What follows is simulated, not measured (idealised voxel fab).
Presented below is a process module, voxel tone inversion.
cross-section cut | 220 nm wide | cells 5 nm
Cross-section, as written here: a square-cell grid given band by band from the top down, where a band holds one or more rows of cells. First you get the band's top height and its bottom height, in nm, and then the materials it's made of, left to right, with each width in nm. If you see a single material with "full width", that one covers the band edge to edge. "blank" is empty space. We count height from 0. Below that, the starting wafer is all one material. The lowest band never ends at the bottom but goes on down; see "from 0 down" for how that is written. The expression "30->40" gives the width at the extremes of the band, the first number at its top row of cells and the second at its bottom row, with the width changing by equal amounts from each row to the next in between. Any step labelled "nothing different" changed none of the cells in the cross-section. "Closed void catalog" contains a list of empty spaces, each no smaller than 8 cells and without an open way to the top, written in the form width x height at distance with the distance from the left edge and all three in nm. Formally, on a step line, whatever follows the settings is a remark that the simulator itself makes on the step. overlay nm, on a step with a mask: how far to the right of its planned place the mask lay; to the left if negative.
Set out below are the planned steps of the process
step 1: RECEIVE: material Si
step 2: CONFORMAL_DEP: material SiN, thk nm 5
step 3: DIRECTIONAL_DEP: material polySi, thk nm 25
step 4: PATTERN: tone cover, mask id POSTS, material resist, width nm 15, pitch nm 45, thk nm 30, overlay nm 0
step 5: DIRECTIONAL_ETCH: etch materials polySi, depth nm 25
step 6: STRIP: etch materials resist
step 7: FILL_DEP: material SiO2, thk nm 10
step 8: CMP: height nm 30
step 9: STRIP: etch materials polySi
step 10: CONFORMAL_DEP: material TiN, thk nm 5
step 11: FILL_DEP: material W, thk nm 5
step 12: CMP: height nm 30
step 13: CONFORMAL_DEP: material SiCN, thk nm 5
Be aware that, although all wafers share a common starting state, the width nm at step 4 differs among them, and the plan displays the first wafer's value.
Cross-section of the first of several wafers as received (after step 1)
from 0 down: Si full width
Closed void catalog: none
The following table contains a row per wafer, in which are reported, at the conclusion of the module, the cells of each material gained (+) or lost (-) since the wafer's receipt, with its closed voids given thereafter
width nm 15 | +44 SiCN | +44 SiN | +160 SiO2 | +44 TiN | +16 W | Closed void catalog: none
width nm 20 | +44 SiCN | +44 SiN | +140 SiO2 | +48 TiN | +32 W | Closed void catalog: none
width nm 25 | +44 SiCN | +44 SiN | +120 SiO2 | +52 TiN | +48 W | Closed void catalog: none
width nm 30 | +44 SiCN | +44 SiN | +100 SiO2 | +56 TiN | +64 W | Closed void catalog: none
